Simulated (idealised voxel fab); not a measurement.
The document below concerns the process module designated voxel plated lines.
Section shown: cut. Width: 185 nm. Cell size: 5 nm, square.
Cross-sections here: square-cell grids, written as top-down lists of bands, a band being one or more rows of cells.
Band: top height; bottom height; in nm. Then, left to right: material with width in nm, for each material. "full width": a single material spanning edge to edge. "empty": empty space.
Heights are reckoned from 0. Under this level, the received wafer is all of one material. The bottommost band is open-ended downward, for example "0..down".
A width such as "30 to 40" changes by the same amount from each row of cells to the next, from the band's top row to its bottom row.
The designation "nothing changed", where it is given for a processing step, indicates that no cell of the cross-section was altered in the course of that step.
"Tabulated closed voids": empty spaces of 8 cells or more with no open way to the top, each given as width x height at distance, distance from the left edge, all in nm.
Note: text after step settings on the step line = simulator remark on that step.
overlay nm: step with mask; distance mask lay right of planned place; negative value = left of planned place.
### Process steps (planned)
- 1: RECEIVE with material Si
- 2: CONFORMAL_DEP with material Al2O3, thk nm 15
- 3: DIRECTIONAL_DEP with material TiN, thk nm 5
- 4: PATTERN with tone open, mask id LINES, material resist, width nm 20, pitch nm 35, thk nm 15, overlay nm 0
- 5: EPI with material Ru, thk nm 5
- 6: STRIP with etch materials resist
- 7: DIRECTIONAL_ETCH with etch materials TiN, depth nm 5
- 8: CONFORMAL_DEP with material SiO2, thk nm 5
### Wafer, first of two, run as planned
### as received, after step 1
	0..down: Si full width
	Tabulated closed voids: none
### Cross-section through the wafer, step 2 finished
	15..0: Al2O3 full width
	Note: structure below 0 unchanged.
### Cross-section through the wafer, step 3 finished
	20..15: TiN full width
	Note: structure below 15 unchanged.
### Cross-section through the wafer, step 4 finished
	35..20: resist (45)  empty (20)  resist (15)  empty (20)  resist (15)  empty (20)  resist (50)
	Note: structure below 20 unchanged.
### Cross-section through the wafer, step 5 finished
	35..25: resist (45)  empty (20)  resist (15)  empty (20)  resist (15)  empty (20)  resist (50)
	25..20: resist (45)  Ru (20)  resist (15)  Ru (20)  resist (15)  Ru (20)  resist (50)
	Note: structure below 20 unchanged.
### Cross-section through the wafer, step 6 finished
	25..20: empty (45)  Ru (20)  empty (15)  Ru (20)  empty (15)  Ru (20)  empty (50)
	Note: structure below 20 unchanged.
### Cross-section through the wafer, step 7 finished
	25..20: empty (45)  Ru (20)  empty (15)  Ru (20)  empty (15)  Ru (20)  empty (50)
	20..15: empty (45)  TiN (20)  empty (15)  TiN (20)  empty (15)  TiN (20)  empty (50)
	Note: structure below 15 unchanged.
### Cross-section through the wafer, step 8 finished
	30..25: empty (40)  SiO2 (30)  empty (5)  SiO2 (30)  empty (5)  SiO2 (30)  empty (45)
	25..20: empty (40)  SiO2 (5)  Ru (20)  SiO2 (5)  empty (5)  SiO2 (5)  Ru (20)  SiO2 (5)  empty (5)  SiO2 (5)  Ru (20)  SiO2 (5)  empty (45)
	20..15: SiO2 (45)  TiN (20)  SiO2 (15)  TiN (20)  SiO2 (15)  TiN (20)  SiO2 (50)
	Note: structure below 15 unchanged.
### Now the other wafer: same start, same recipe, but we messed up one thing when running it. Up to and including step 3 it's the same as the first one
### What the second wafer looks like in cross-section when step 4 should have wrapped up
	35..20: empty (45)  resist (20)  empty (15)  resist (20)  empty (15)  resist (20)  empty (50)
	Note: structure below 20 unchanged.
### What the second wafer looks like in cross-section when step 5 should have wrapped up
	35..25: empty (45)  resist (20)  empty (15)  resist (20)  empty (15)  resist (20)  empty (50)
	25..20: Ru (45)  resist (20)  Ru (15)  resist (20)  Ru (15)  resist (20)  Ru (50)
	Note: structure below 20 unchanged.
### What the second wafer looks like in cross-section when step 6 should have wrapped up
	25..20: Ru (45)  empty (20)  Ru (15)  empty (20)  Ru (15)  empty (20)  Ru (50)
	Note: structure below 20 unchanged.
### What the second wafer looks like in cross-section when step 7 should have wrapped up
	25..20: Ru (45)  empty (20)  Ru (15)  empty (20)  Ru (15)  empty (20)  Ru (50)
	20..15: TiN (45)  empty (20)  TiN (15)  empty (20)  TiN (15)  empty (20)  TiN (50)
	Note: structure below 15 unchanged.
### What the second wafer looks like in cross-section when step 8 should have wrapped up
	30..25: SiO2 (50)  empty (10)  SiO2 (25)  empty (10)  SiO2 (25)  empty (10)  SiO2 (55)
	25..20: Ru (45)  SiO2 (5)  empty (10)  SiO2 (5)  Ru (15)  SiO2 (5)  empty (10)  SiO2 (5)  Ru (15)  SiO2 (5)  empty (10)  SiO2 (5)  Ru (50)
	20..15: TiN (45)  SiO2 (20)  TiN (15)  SiO2 (20)  TiN (15)  SiO2 (20)  TiN (50)
	Note: structure below 15 unchanged.
Plan not followed: for step 4, the planned setting was not used; the step was instead run as PATTERN with tone cover, mask id LINES, material resist, width nm 20, pitch nm 35, thk nm 15, overlay nm 0
Bottom line after processing is that, in cells, the second wafer is up or down on some materials versus the first: Ru: 13 more | TiN: 13 more
